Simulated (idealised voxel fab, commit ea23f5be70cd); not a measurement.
Proc. module: voxel self aligned vias
Section cut is 275 nm wide and gridded with 5 nm square cells.
In what follows, cross-sections appear as grids of square cells, described through bands that run from the top down, where every band is one or more rows of cells.
What a band's entry tells you: where the top is and where the bottom is, as heights in nm, and after that what lies inside, material by material from left to right, each with its width in nm. Empty space is written as the word "blank", and a single material marked with the word "throughout" occupies the band from edge to edge.
We count height from 0. Below that, the starting wafer is all one material. The lowest band never ends at the bottom but goes on down; see "0 down" for how that is written.
The width entry "30->40" should be interpreted row by row: the top row of cells in the band takes the first number, the bottom row takes the second number, and the change between adjacent rows is uniform throughout.
Basically "no change occurred" means that step didn't change any cell in the cross-section.
"Entrapped void list" lists enclosed empty spaces (at least 8 cells, no open path upward to the top), each as width x height at distance from the left edge, in nm.
Step line, after settings: the simulator's comment on this step.
"overlay nm" denotes, for a step that has a mask, the displacement of the mask to the right of its planned place, with negative values corresponding to the left.
Every pair from here on: before one process step, after it. The after cross-section reaches only to the lowest band that changed. Below the pair: the step in between and its settings. Pairs can belong to different runs of this module on the same starting wafer; a pair carries on from the pair above only if the entry headed "Pre-step geometry" says so.
### Pre-step geometry
- 55 to 50  55 nm TiN; 30 nm blank; 35 nm TiN; 30 nm blank; 35 nm TiN; 30 nm blank; 60 nm TiN
- 50 to 40  50 nm SiO2; 5 nm TiN; 30 nm blank; 5 nm TiN; 25 nm SiO2; 5 nm TiN; 30 nm blank; 5 nm TiN; 25 nm SiO2; 5 nm TiN; 30 nm blank; 5 nm TiN; 55 nm SiO2
- 40 to 30  50->60 nm SiO2; 15->5 nm TiN; 10 nm blank; 15->5 nm TiN; 25->45 nm SiO2; 15->5 nm TiN; 10 nm blank; 15->5 nm TiN; 25->45 nm SiO2; 15->5 nm TiN; 10 nm blank; 15->5 nm TiN; 55->65 nm SiO2
- 30 to 25  60 nm SiO2; 20 nm TiN; 45 nm SiO2; 20 nm TiN; 45 nm SiO2; 20 nm TiN; 65 nm SiO2
- 25 to 20  60 nm SiO2; 5 nm TiN; 10 nm W; 5 nm TiN; 45 nm SiO2; 5 nm TiN; 10 nm W; 5 nm TiN; 45 nm SiO2; 5 nm TiN; 10 nm W; 5 nm TiN; 65 nm SiO2
- 20 to 15  60 nm SiO2; 20 nm TiN; 45 nm SiO2; 20 nm TiN; 45 nm SiO2; 20 nm TiN; 65 nm SiO2
- 15 to 5  SiO2 throughout
- 5 to 0  SiCN throughout
- 0 down  Si throughout
- Entrapped void list: none
### Post-Step Section View
- 65 to 55  Ru throughout
- 55 to 50  55 nm TiN; 30 nm Ru; 35 nm TiN; 30 nm Ru; 35 nm TiN; 30 nm Ru; 60 nm TiN
- 50 to 40  50 nm SiO2; 5 nm TiN; 30 nm Ru; 5 nm TiN; 25 nm SiO2; 5 nm TiN; 30 nm Ru; 5 nm TiN; 25 nm SiO2; 5 nm TiN; 30 nm Ru; 5 nm TiN; 55 nm SiO2
- 40 to 30  50->60 nm SiO2; 15->5 nm TiN; 10 nm Ru; 15->5 nm TiN; 25->45 nm SiO2; 15->5 nm TiN; 10 nm Ru; 15->5 nm TiN; 25->45 nm SiO2; 15->5 nm TiN; 10 nm Ru; 15->5 nm TiN; 55->65 nm SiO2
- Note: structure below 30 unchanged.
- Entrapped void list: none
Step, before to after (see cross-sections above): op FILL_DEP | material Ru | thk nm 10
Pre-step geometry: we pick up right where the pair above leaves off, with its after cross-section.
### Post-Step Section View
- 50 to 40  50 nm SiO2; 5 nm TiN; 30 nm Ru; 5 nm TiN; 25 nm SiO2; 5 nm TiN; 30 nm Ru; 5 nm TiN; 25 nm SiO2; 5 nm TiN; 30 nm Ru; 5 nm TiN; 55 nm SiO2
- Note: structure below 40 unchanged.
- Entrapped void list: none
Step, before to after (see cross-sections above): op CMP | height nm 50
Pre-step geometry: we pick up right where the pair above leaves off, with its after cross-section.
### Post-Step Section View
- 55 to 50  SiN throughout
- Note: structure below 50 unchanged.
- Entrapped void list: none
Step, before to after (see cross-sections above): op CONFORMAL_DEP | material SiN | thk nm 5
### Pre-step geometry
- 50 to 40  50 nm SiO2; 5 nm TiN; 30 nm Ru; 5 nm TiN; 25 nm SiO2; 5 nm TiN; 30 nm Ru; 5 nm TiN; 25 nm SiO2; 5 nm TiN; 30 nm Ru; 5 nm TiN; 55 nm SiO2
- 40 to 30  50->60 nm SiO2; 15->5 nm TiN; 10 nm Ru; 15->5 nm TiN; 25->45 nm SiO2; 15->5 nm TiN; 10 nm Ru; 15->5 nm TiN; 25->45 nm SiO2; 15->5 nm TiN; 10 nm Ru; 15->5 nm TiN; 55->65 nm SiO2
- 30 to 25  60 nm SiO2; 20 nm TiN; 45 nm SiO2; 20 nm TiN; 45 nm SiO2; 20 nm TiN; 65 nm SiO2
- 25 to 20  60 nm SiO2; 5 nm TiN; 10 nm W; 5 nm TiN; 45 nm SiO2; 5 nm TiN; 10 nm W; 5 nm TiN; 45 nm SiO2; 5 nm TiN; 10 nm W; 5 nm TiN; 65 nm SiO2
- 20 to 15  60 nm SiO2; 20 nm TiN; 45 nm SiO2; 20 nm TiN; 45 nm SiO2; 20 nm TiN; 65 nm SiO2
- 15 to 10  SiCN throughout
- 10 to 0  SiO2 throughout
- 0 down  Si throughout
- Entrapped void list: none
### Post-Step Section View
- 65 to 50  SiN throughout
- Note: structure below 50 unchanged.
- Entrapped void list: none
Step, before to after (see cross-sections above): op CONFORMAL_DEP | material SiN | thk nm 15
### Pre-step geometry
- 50 to 35  SiO2 throughout
- 35 to 25  60 nm SiO2; 20 nm SiN; 45 nm SiO2; 20 nm SiN; 45 nm SiO2; 20 nm SiN; 65 nm SiO2
- 25 to 20  60 nm SiO2; 5 nm TiN; 10 nm W; 5 nm TiN; 45 nm SiO2; 5 nm TiN; 10 nm W; 5 nm TiN; 45 nm SiO2; 5 nm TiN; 10 nm W; 5 nm TiN; 65 nm SiO2
- 20 to 15  60 nm SiO2; 20 nm TiN; 45 nm SiO2; 20 nm TiN; 45 nm SiO2; 20 nm TiN; 65 nm SiO2
- 15 to 10  SiCN throughout
- 10 to 0  SiO2 throughout
- 0 down  Si throughout
- Entrapped void list: none
### Post-Step Section View
- 50 to 35  55 nm SiO2; 35 nm blank; 30 nm SiO2; 35 nm blank; 30 nm SiO2; 35 nm blank; 55 nm SiO2
- Note: structure below 35 unchanged.
- Entrapped void list: none
Step, before to after (see cross-sections above): op MASKED_ETCH | tone open | mask id VIAS | width nm 35 | pitch nm 65 | etch materials SiO2 | depth nm 15 | overlay nm 0
Pre-step geometry: we pick up right where the pair above leaves off, with its after cross-section.
### Post-Step Section View
- 50 to 35  55 nm SiO2; 35 nm blank; 30 nm SiO2; 35 nm blank; 30 nm SiO2; 35 nm blank; 55 nm SiO2
- 35 to 25  60 nm SiO2; 20 nm blank; 45 nm SiO2; 20 nm blank; 45 nm SiO2; 20 nm blank; 65 nm SiO2
- Note: structure below 25 unchanged.
- Entrapped void list: none
Step, before to after (see cross-sections above): op MASKED_ETCH | tone open | mask id VIAS | width nm 40 | pitch nm 65 | etch materials SiN | depth nm 10 | overlay nm 0
Pre-step geometry: we pick up right where the pair above leaves off, with its after cross-section.
### Post-Step Section View
- 55 to 50  60 nm TiN; 25 nm blank; 40 nm TiN; 25 nm blank; 40 nm TiN; 25 nm blank; 60 nm TiN
- 50 to 40  55 nm SiO2; 5 nm TiN; 25 nm blank; 5 nm TiN; 30 nm SiO2; 5 nm TiN; 25 nm blank; 5 nm TiN; 30 nm SiO2; 5 nm TiN; 25 nm blank; 5 nm TiN; 55 nm SiO2
- 40 to 30  55->60 nm SiO2; 10->5 nm TiN; 10 nm blank; 15->5 nm TiN; 30->45 nm SiO2; 10->5 nm TiN; 10 nm blank; 15->5 nm TiN; 30->45 nm SiO2; 10->5 nm TiN; 10 nm blank; 15->5 nm TiN; 55->65 nm SiO2
- 30 to 25  60 nm SiO2; 20 nm TiN; 45 nm SiO2; 20 nm TiN; 45 nm SiO2; 20 nm TiN; 65 nm SiO2
- Note: structure below 25 unchanged.
- Entrapped void list: none
Step, before to after (see cross-sections above): op CONFORMAL_DEP | material TiN | thk nm 5
Pre-step geometry: we pick up right where the pair above leaves off, with its after cross-section.
### Post-Step Section View
- 65 to 55  Ru throughout
- 55 to 50  60 nm TiN; 25 nm Ru; 40 nm TiN; 25 nm Ru; 40 nm TiN; 25 nm Ru; 60 nm TiN
- 50 to 40  55 nm SiO2; 5 nm TiN; 25 nm Ru; 5 nm TiN; 30 nm SiO2; 5 nm TiN; 25 nm Ru; 5 nm TiN; 30 nm SiO2; 5 nm TiN; 25 nm Ru; 5 nm TiN; 55 nm SiO2
- 40 to 30  55->60 nm SiO2; 10->5 nm TiN; 10 nm Ru; 15->5 nm TiN; 30->45 nm SiO2; 10->5 nm TiN; 10 nm Ru; 15->5 nm TiN; 30->45 nm SiO2; 10->5 nm TiN; 10 nm Ru; 15->5 nm TiN; 55->65 nm SiO2
- Note: structure below 30 unchanged.
- Entrapped void list: none
Step, before to after (see cross-sections above): op FILL_DEP | material Ru | thk nm 10
Pre-step geometry: we pick up right where the pair above leaves off, with its after cross-section.
### Post-Step Section View
- 50 to 40  55 nm SiO2; 5 nm TiN; 25 nm Ru; 5 nm TiN; 30 nm SiO2; 5 nm TiN; 25 nm Ru; 5 nm TiN; 30 nm SiO2; 5 nm TiN; 25 nm Ru; 5 nm TiN; 55 nm SiO2
- Note: structure below 40 unchanged.
- Entrapped void list: none
Step, before to after (see cross-sections above): op CMP | height nm 50
Pre-step geometry: we pick up right where the pair above leaves off, with its after cross-section.
### Post-Step Section View
- 55 to 50  SiN throughout
- Note: structure below 50 unchanged.
- Entrapped void list: none
Step, before to after (see cross-sections above): op CONFORMAL_DEP | material SiN | thk nm 5
### Pre-step geometry
- 35 to 15  SiO2 throughout
- 15 to 10  SiCN throughout
- 10 to 0  SiO2 throughout
- 0 down  Si throughout
- Entrapped void list: none
### Post-Step Section View
- 50 to 35  55 nm resist; 20 nm blank; 45 nm resist; 20 nm blank; 45 nm resist; 20 nm blank; 70 nm resist
- Note: structure below 35 unchanged.
- Entrapped void list: none
Step, before to after (see cross-sections above): op PATTERN | tone open | mask id LINES | material resist | width nm 20 | pitch nm 65 | thk nm 15 | overlay nm -5
Pre-step geometry: we pick up right where the pair above leaves off, with its after cross-section.
### Post-Step Section View
- 50 to 35  55 nm resist; 20 nm blank; 45 nm resist; 20 nm blank; 45 nm resist; 20 nm blank; 70 nm resist
- 35 to 15  55 nm SiO2; 20 nm blank; 45 nm SiO2; 20 nm blank; 45 nm SiO2; 20 nm blank; 70 nm SiO2
- Note: structure below 15 unchanged.
- Entrapped void list: none
Step, before to after (see cross-sections above): op DIRECTIONAL_ETCH | etch materials SiO2 | depth nm 20
Pre-step geometry: we pick up right where the pair above leaves off, with its after cross-section.
### Post-Step Section View
- 35 to 15  55 nm SiO2; 20 nm blank; 45 nm SiO2; 20 nm blank; 45 nm SiO2; 20 nm blank; 70 nm SiO2
- Note: structure below 15 unchanged.
- Entrapped void list: none
Step, before to after (see cross-sections above): op STRIP | etch materials resist
Pre-step geometry: we pick up right where the pair above leaves off, with its after cross-section.
### Post-Step Section View
- 40 to 35  60 nm TiN; 10 nm blank; 55 nm TiN; 10 nm blank; 55 nm TiN; 10 nm blank; 75 nm TiN
- 35 to 20  55 nm SiO2; 5 nm TiN; 10 nm blank; 5 nm TiN; 45 nm SiO2; 5 nm TiN; 10 nm blank; 5 nm TiN; 45 nm SiO2; 5 nm TiN; 10 nm blank; 5 nm TiN; 70 nm SiO2
- 20 to 15  55 nm SiO2; 20 nm TiN; 45 nm SiO2; 20 nm TiN; 45 nm SiO2; 20 nm TiN; 70 nm SiO2
- Note: structure below 15 unchanged.
- Entrapped void list: none
Step, before to after (see cross-sections above): op CONFORMAL_DEP | material TiN | thk nm 5
Pre-step geometry: we pick up right where the pair above leaves off, with its after cross-section.
### Post-Step Section View
- 45 to 40  W throughout
- 40 to 35  60 nm TiN; 10 nm W; 55 nm TiN; 10 nm W; 55 nm TiN; 10 nm W; 75 nm TiN
- 35 to 20  55 nm SiO2; 5 nm TiN; 10 nm W; 5 nm TiN; 45 nm SiO2; 5 nm TiN; 10 nm W; 5 nm TiN; 45 nm SiO2; 5 nm TiN; 10 nm W; 5 nm TiN; 70 nm SiO2
- Note: structure below 20 unchanged.
- Entrapped void list: none
Step, before to after (see cross-sections above): op FILL_DEP | material W | thk nm 5
Pre-step geometry: we pick up right where the pair above leaves off, with its after cross-section.
### Post-Step Section View
- 35 to 20  55 nm SiO2; 5 nm TiN; 10 nm W; 5 nm TiN; 45 nm SiO2; 5 nm TiN; 10 nm W; 5 nm TiN; 45 nm SiO2; 5 nm TiN; 10 nm W; 5 nm TiN; 70 nm SiO2
- Note: structure below 20 unchanged.
- Entrapped void list: none
Step, before to after (see cross-sections above): op CMP | height nm 35
Pre-step geometry: we pick up right where the pair above leaves off, with its after cross-section.
### Post-Step Section View
- 35 to 25  55 nm SiO2; 20 nm blank; 45 nm SiO2; 20 nm blank; 45 nm SiO2; 20 nm blank; 70 nm SiO2
- Note: structure below 25 unchanged.
- Entrapped void list: none
Step, before to after (see cross-sections above): op SELECTIVE_ETCH | etch materials W Ru TiN | depth nm 10
Pre-step geometry: we pick up right where the pair above leaves off, with its after cross-section.
### Post-Step Section View
- 40 to 35  SiN throughout
- 35 to 25  55 nm SiO2; 20 nm SiN; 45 nm SiO2; 20 nm SiN; 45 nm SiO2; 20 nm SiN; 70 nm SiO2
- Note: structure below 25 unchanged.
- Entrapped void list: none
Step, before to after (see cross-sections above): op FILL_DEP | material SiN | thk nm 5
Pre-step geometry: we pick up right where the pair above leaves off, with its after cross-section.
### Post-Step Section View
- 35 to 25  55 nm SiO2; 20 nm SiN; 45 nm SiO2; 20 nm SiN; 45 nm SiO2; 20 nm SiN; 70 nm SiO2
- Note: structure below 25 unchanged.
- Entrapped void list: none
Step, before to after (see cross-sections above): op CMP | height nm 35
Pre-step geometry: we pick up right where the pair above leaves off, with its after cross-section.
### Post-Step Section View
- 50 to 35  SiO2 throughout
- Note: structure below 35 unchanged.
- Entrapped void list: none
Step, before to after (see cross-sections above): op DIRECTIONAL_DEP | material SiO2 | thk nm 15
Pre-step geometry: we pick up right where the pair above leaves off, with its after cross-section.
### Post-Step Section View
- 50 to 35  50 nm SiO2; 40 nm blank; 25 nm SiO2; 40 nm blank; 25 nm SiO2; 40 nm blank; 55 nm SiO2
- Note: structure below 35 unchanged.
- Entrapped void list: none
Step, before to after (see cross-sections above): op MASKED_ETCH | tone open | mask id VIAS | width nm 40 | pitch nm 65 | etch materials SiO2 | depth nm 15 | overlay nm 0
Pre-step geometry: we pick up right where the pair above leaves off, with its after cross-section.
### Post-Step Section View
- 50 to 35  50 nm SiO2; 40 nm blank; 25 nm SiO2; 40 nm blank; 25 nm SiO2; 40 nm blank; 55 nm SiO2
- 35 to 25  55 nm SiO2; 20 nm blank; 45 nm SiO2; 20 nm blank; 45 nm SiO2; 20 nm blank; 70 nm SiO2
- Note: structure below 25 unchanged.
- Entrapped void list: none
Step, before to after (see cross-sections above): op MASKED_ETCH | tone open | mask id VIAS | width nm 40 | pitch nm 65 | etch materials SiN | depth nm 10 | overlay nm 0
Pre-step geometry: we pick up right where the pair above leaves off, with its after cross-section.
### Post-Step Section View
- 55 to 50  55 nm TiN; 30 nm blank; 35 nm TiN; 30 nm blank; 35 nm TiN; 30 nm blank; 60 nm TiN
- 50 to 40  50 nm SiO2; 5 nm TiN; 30 nm blank; 5 nm TiN; 25 nm SiO2; 5 nm TiN; 30 nm blank; 5 nm TiN; 25 nm SiO2; 5 nm TiN; 30 nm blank; 5 nm TiN; 55 nm SiO2
- 40 to 30  50->55 nm SiO2; 10->5 nm TiN; 10 nm blank; 20->5 nm TiN; 25->45 nm SiO2; 10->5 nm TiN; 10 nm blank; 20->5 nm TiN; 25->45 nm SiO2; 10->5 nm TiN; 10 nm blank; 20->5 nm TiN; 55->70 nm SiO2
- 30 to 25  55 nm SiO2; 20 nm TiN; 45 nm SiO2; 20 nm TiN; 45 nm SiO2; 20 nm TiN; 70 nm SiO2
- Note: structure below 25 unchanged.
- Entrapped void list: none
Step, before to after (see cross-sections above): op CONFORMAL_DEP | material TiN | thk nm 5
Pre-step geometry: we pick up right where the pair above leaves off, with its after cross-section.
### Post-Step Section View
- 65 to 55  Ru throughout
- 55 to 50  55 nm TiN; 30 nm Ru; 35 nm TiN; 30 nm Ru; 35 nm TiN; 30 nm Ru; 60 nm TiN
- 50 to 40  50 nm SiO2; 5 nm TiN; 30 nm Ru; 5 nm TiN; 25 nm SiO2; 5 nm TiN; 30 nm Ru; 5 nm TiN; 25 nm SiO2; 5 nm TiN; 30 nm Ru; 5 nm TiN; 55 nm SiO2
- 40 to 30  50->55 nm SiO2; 10->5 nm TiN; 10 nm Ru; 20->5 nm TiN; 25->45 nm SiO2; 10->5 nm TiN; 10 nm Ru; 20->5 nm TiN; 25->45 nm SiO2; 10->5 nm TiN; 10 nm Ru; 20->5 nm TiN; 55->70 nm SiO2
- Note: structure below 30 unchanged.
- Entrapped void list: none
Step, before to after (see cross-sections above): op FILL_DEP | material Ru | thk nm 10
Pre-step geometry: we pick up right where the pair above leaves off, with its after cross-section.
### Post-Step Section View
- 50 to 40  50 nm SiO2; 5 nm TiN; 30 nm Ru; 5 nm TiN; 25 nm SiO2; 5 nm TiN; 30 nm Ru; 5 nm TiN; 25 nm SiO2; 5 nm TiN; 30 nm Ru; 5 nm TiN; 55 nm SiO2
- Note: structure below 40 unchanged.
- Entrapped void list: none
Step, before to after (see cross-sections above): op CMP | height nm 50
Pre-step geometry: we pick up right where the pair above leaves off, with its after cross-section.
### Post-Step Section View
- 55 to 50  SiN throughout
- Note: structure below 50 unchanged.
- Entrapped void list: none
Step, before to after (see cross-sections above): op CONFORMAL_DEP | material SiN | thk nm 5
### Pre-step geometry
- 35 to 25  60 nm SiO2; 20 nm blank; 45 nm SiO2; 20 nm blank; 45 nm SiO2; 20 nm blank; 65 nm SiO2
- 25 to 20  60 nm SiO2; 5 nm TiN; 10 nm W; 5 nm TiN; 45 nm SiO2; 5 nm TiN; 10 nm W; 5 nm TiN; 45 nm SiO2; 5 nm TiN; 10 nm W; 5 nm TiN; 65 nm SiO2
- 20 to 15  60 nm SiO2; 20 nm TiN; 45 nm SiO2; 20 nm TiN; 45 nm SiO2; 20 nm TiN; 65 nm SiO2
- 15 to 10  SiCN throughout
- 10 to 0  SiO2 throughout
- 0 down  Si throughout
- Entrapped void list: none
### Post-Step Section View
- 40 to 25  SiO2 throughout
- Note: structure below 25 unchanged.
- Entrapped void list: none
Step, before to after (see cross-sections above): op FILL_DEP | material SiO2 | thk nm 5
Pre-step geometry: we pick up right where the pair above leaves off, with its after cross-section.
### Post-Step Section View
- 35 to 25  SiO2 throughout
- Note: structure below 25 unchanged.
- Entrapped void list: none
Step, before to after (see cross-sections above): op CMP | height nm 35
Pre-step geometry: we pick up right where the pair above leaves off, with its after cross-section.
### Post-Step Section View
- 50 to 25  SiO2 throughout
- Note: structure below 25 unchanged.
- Entrapped void list: none
Step, before to after (see cross-sections above): op DIRECTIONAL_DEP | material SiO2 | thk nm 15
Pre-step geometry: we pick up right where the pair above leaves off, with its after cross-section.
### Post-Step Section View
- 50 to 35  50 nm SiO2; 40 nm blank; 25 nm SiO2; 40 nm blank; 25 nm SiO2; 40 nm blank; 55 nm SiO2
- Note: structure below 35 unchanged.
- Entrapped void list: none
Step, before to after (see cross-sections above): op MASKED_ETCH | tone open | mask id VIAS | width nm 40 | pitch nm 65 | etch materials SiO2 | depth nm 15 | overlay nm 0
Pre-step geometry: we pick up right where the pair above leaves off, with its after cross-section.
### Post-Step Section View
- 55 to 50  55 nm TiN; 30 nm blank; 35 nm TiN; 30 nm blank; 35 nm TiN; 30 nm blank; 60 nm TiN
- 50 to 40  50 nm SiO2; 5 nm TiN; 30 nm blank; 5 nm TiN; 25 nm SiO2; 5 nm TiN; 30 nm blank; 5 nm TiN; 25 nm SiO2; 5 nm TiN; 30 nm blank; 5 nm TiN; 55 nm SiO2
- 40 to 35  50 nm SiO2; 40 nm TiN; 25 nm SiO2; 40 nm TiN; 25 nm SiO2; 40 nm TiN; 55 nm SiO2
- Note: structure below 35 unchanged.
- Entrapped void list: none
Step, before to after (see cross-sections above): op CONFORMAL_DEP | material TiN | thk nm 5
Pre-step geometry: we pick up right where the pair above leaves off, with its after cross-section.
### Post-Step Section View
- 65 to 55  Ru throughout
- 55 to 50  55 nm TiN; 30 nm Ru; 35 nm TiN; 30 nm Ru; 35 nm TiN; 30 nm Ru; 60 nm TiN
- 50 to 40  50 nm SiO2; 5 nm TiN; 30 nm Ru; 5 nm TiN; 25 nm SiO2; 5 nm TiN; 30 nm Ru; 5 nm TiN; 25 nm SiO2; 5 nm TiN; 30 nm Ru; 5 nm TiN; 55 nm SiO2
- Note: structure below 40 unchanged.
- Entrapped void list: none
Step, before to after (see cross-sections above): op FILL_DEP | material Ru | thk nm 10
Pre-step geometry: we pick up right where the pair above leaves off, with its after cross-section.
### Post-Step Section View
- 50 to 40  50 nm SiO2; 5 nm TiN; 30 nm Ru; 5 nm TiN; 25 nm SiO2; 5 nm TiN; 30 nm Ru; 5 nm TiN; 25 nm SiO2; 5 nm TiN; 30 nm Ru; 5 nm TiN; 55 nm SiO2
- Note: structure below 40 unchanged.
- Entrapped void list: none
Step, before to after (see cross-sections above): op CMP | height nm 50
Pre-step geometry: we pick up right where the pair above leaves off, with its after cross-section.
### Post-Step Section View
- 55 to 50  SiN throughout
- Note: structure below 50 unchanged.
- Entrapped void list: none
Step, before to after (see cross-sections above): op CONFORMAL_DEP | material SiN | thk nm 5
### Pre-step geometry
- 35 to 15  SiO2 throughout
- 15 to 10  SiCN throughout
- 10 to 0  SiO2 throughout
- 0 down  Si throughout
- Entrapped void list: none
### Post-Step Section View
- 50 to 35  60 nm blank; 20 nm resist; 45 nm blank; 20 nm resist; 45 nm blank; 20 nm resist; 65 nm blank
- Note: structure below 35 unchanged.
- Entrapped void list: none
Step, before to after (see cross-sections above): op PATTERN | tone cover | mask id LINES | material resist | width nm 20 | pitch nm 65 | thk nm 15 | overlay nm 0
Pre-step geometry: we pick up right where the pair above leaves off, with its after cross-section.
### Post-Step Section View
- 50 to 35  60 nm blank; 20 nm resist; 45 nm blank; 20 nm resist; 45 nm blank; 20 nm resist; 65 nm blank
- 35 to 15  60 nm blank; 20 nm SiO2; 45 nm blank; 20 nm SiO2; 45 nm blank; 20 nm SiO2; 65 nm blank
- Note: structure below 15 unchanged.
- Entrapped void list: none
Step, before to after (see cross-sections above): op DIRECTIONAL_ETCH | etch materials SiO2 | depth nm 20
Pre-step geometry: we pick up right where the pair above leaves off, with its after cross-section.
### Post-Step Section View
- 35 to 15  60 nm blank; 20 nm SiO2; 45 nm blank; 20 nm SiO2; 45 nm blank; 20 nm SiO2; 65 nm blank
- Note: structure below 15 unchanged.
- Entrapped void list: none
Step, before to after (see cross-sections above): op STRIP | etch materials resist
Pre-step geometry: we pick up right where the pair above leaves off, with its after cross-section.
### Post-Step Section View
- 40 to 35  55 nm blank; 30 nm TiN; 35 nm blank; 30 nm TiN; 35 nm blank; 30 nm TiN; 60 nm blank
- 35 to 20  55 nm blank; 5 nm TiN; 20 nm SiO2; 5 nm TiN; 35 nm blank; 5 nm TiN; 20 nm SiO2; 5 nm TiN; 35 nm blank; 5 nm TiN; 20 nm SiO2; 5 nm TiN; 60 nm blank
- 20 to 15  60 nm TiN; 20 nm SiO2; 45 nm TiN; 20 nm SiO2; 45 nm TiN; 20 nm SiO2; 65 nm TiN
- Note: structure below 15 unchanged.
- Entrapped void list: none
Step, before to after (see cross-sections above): op CONFORMAL_DEP | material TiN | thk nm 5
Pre-step geometry: we pick up right where the pair above leaves off, with its after cross-section.
### Post-Step Section View
- 45 to 40  W throughout
- 40 to 35  55 nm W; 30 nm TiN; 35 nm W; 30 nm TiN; 35 nm W; 30 nm TiN; 60 nm W
- 35 to 20  55 nm W; 5 nm TiN; 20 nm SiO2; 5 nm TiN; 35 nm W; 5 nm TiN; 20 nm SiO2; 5 nm TiN; 35 nm W; 5 nm TiN; 20 nm SiO2; 5 nm TiN; 60 nm W
- Note: structure below 20 unchanged.
- Entrapped void list: none
Step, before to after (see cross-sections above): op FILL_DEP | material W | thk nm 5
Pre-step geometry: we pick up right where the pair above leaves off, with its after cross-section.
### Post-Step Section View
- 35 to 20  55 nm W; 5 nm TiN; 20 nm SiO2; 5 nm TiN; 35 nm W; 5 nm TiN; 20 nm SiO2; 5 nm TiN; 35 nm W; 5 nm TiN; 20 nm SiO2; 5 nm TiN; 60 nm W
- Note: structure below 20 unchanged.
- Entrapped void list: none
Step, before to after (see cross-sections above): op CMP | height nm 35
Pre-step geometry: we pick up right where the pair above leaves off, with its after cross-section.
### Post-Step Section View
- 35 to 25  60 nm blank; 20 nm SiO2; 45 nm blank; 20 nm SiO2; 45 nm blank; 20 nm SiO2; 65 nm blank
- Note: structure below 25 unchanged.
- Entrapped void list: none
Step, before to after (see cross-sections above): op SELECTIVE_ETCH | etch materials W Ru TiN | depth nm 10
Pre-step geometry: we pick up right where the pair above leaves off, with its after cross-section.
### Post-Step Section View
- 40 to 35  SiN throughout
- 35 to 25  60 nm SiN; 20 nm SiO2; 45 nm SiN; 20 nm SiO2; 45 nm SiN; 20 nm SiO2; 65 nm SiN
- Note: structure below 25 unchanged.
- Entrapped void list: none
Step, before to after (see cross-sections above): op FILL_DEP | material SiN | thk nm 5
Pre-step geometry: we pick up right where the pair above leaves off, with its after cross-section.
### Post-Step Section View
- 35 to 25  60 nm SiN; 20 nm SiO2; 45 nm SiN; 20 nm SiO2; 45 nm SiN; 20 nm SiO2; 65 nm SiN
- Note: structure below 25 unchanged.
- Entrapped void list: none
Step, before to after (see cross-sections above): op CMP | height nm 35
Pre-step geometry: we pick up right where the pair above leaves off, with its after cross-section.
### Post-Step Section View
- 50 to 35  SiO2 throughout
- Note: structure below 35 unchanged.
- Entrapped void list: none
Step, before to after (see cross-sections above): op DIRECTIONAL_DEP | material SiO2 | thk nm 15
Pre-step geometry: we pick up right where the pair above leaves off, with its after cross-section.
### Post-Step Section View
- 50 to 35  50 nm SiO2; 40 nm blank; 25 nm SiO2; 40 nm blank; 25 nm SiO2; 40 nm blank; 55 nm SiO2
- Note: structure below 35 unchanged.
- Entrapped void list: none
Step, before to after (see cross-sections above): op MASKED_ETCH | tone open | mask id VIAS | width nm 40 | pitch nm 65 | etch materials SiO2 | depth nm 15 | overlay nm 0
Pre-step geometry: we pick up right where the pair above leaves off, with its after cross-section.
### Post-Step Section View
- 50 to 35  50 nm SiO2; 40 nm blank; 25 nm SiO2; 40 nm blank; 25 nm SiO2; 40 nm blank; 55 nm SiO2
- 35 to 25  50 nm SiN; 10 nm blank; 20 nm SiO2; 10 nm blank; 25 nm SiN; 10 nm blank; 20 nm SiO2; 10 nm blank; 25 nm SiN; 10 nm blank; 20 nm SiO2; 10 nm blank; 55 nm SiN
- Note: structure below 25 unchanged.
- Entrapped void list: none
Step, before to after (see cross-sections above): op MASKED_ETCH | tone open | mask id VIAS | width nm 40 | pitch nm 65 | etch materials SiN | depth nm 10 | overlay nm 0
Pre-step geometry: we pick up right where the pair above leaves off, with its after cross-section.
### Post-Step Section View
- 55 to 50  55 nm TiN; 30 nm blank; 35 nm TiN; 30 nm blank; 35 nm TiN; 30 nm blank; 60 nm TiN
- 50 to 40  50 nm SiO2; 5 nm TiN; 30 nm blank; 5 nm TiN; 25 nm SiO2; 5 nm TiN; 30 nm blank; 5 nm TiN; 25 nm SiO2; 5 nm TiN; 30 nm blank; 5 nm TiN; 55 nm SiO2
- 40 to 35  50 nm SiO2; 40 nm TiN; 25 nm SiO2; 40 nm TiN; 25 nm SiO2; 40 nm TiN; 55 nm SiO2
- 35 to 25  50 nm SiN; 10 nm TiN; 20 nm SiO2; 10 nm TiN; 25 nm SiN; 10 nm TiN; 20 nm SiO2; 10 nm TiN; 25 nm SiN; 10 nm TiN; 20 nm SiO2; 10 nm TiN; 55 nm SiN
- Note: structure below 25 unchanged.
- Entrapped void list: none
Step, before to after (see cross-sections above): op CONFORMAL_DEP | material TiN | thk nm 5
Pre-step geometry: we pick up right where the pair above leaves off, with its after cross-section.
### Post-Step Section View
- 65 to 55  Ru throughout
- 55 to 50  55 nm TiN; 30 nm Ru; 35 nm TiN; 30 nm Ru; 35 nm TiN; 30 nm Ru; 60 nm TiN
- 50 to 40  50 nm SiO2; 5 nm TiN; 30 nm Ru; 5 nm TiN; 25 nm SiO2; 5 nm TiN; 30 nm Ru; 5 nm TiN; 25 nm SiO2; 5 nm TiN; 30 nm Ru; 5 nm TiN; 55 nm SiO2
- Note: structure below 40 unchanged.
- Entrapped void list: none
Step, before to after (see cross-sections above): op FILL_DEP | material Ru | thk nm 10
Pre-step geometry: we pick up right where the pair above leaves off, with its after cross-section.
### Post-Step Section View
- 50 to 40  50 nm SiO2; 5 nm TiN; 30 nm Ru; 5 nm TiN; 25 nm SiO2; 5 nm TiN; 30 nm Ru; 5 nm TiN; 25 nm SiO2; 5 nm TiN; 30 nm Ru; 5 nm TiN; 55 nm SiO2
- Note: structure below 40 unchanged.
- Entrapped void list: none
Step, before to after (see cross-sections above): op CMP | height nm 50
Pre-step geometry: we pick up right where the pair above leaves off, with its after cross-section.
### Post-Step Section View
- 55 to 50  SiN throughout
- Note: structure below 50 unchanged.
- Entrapped void list: none
Step, before to after (see cross-sections above): op CONFORMAL_DEP | material SiN | thk nm 5
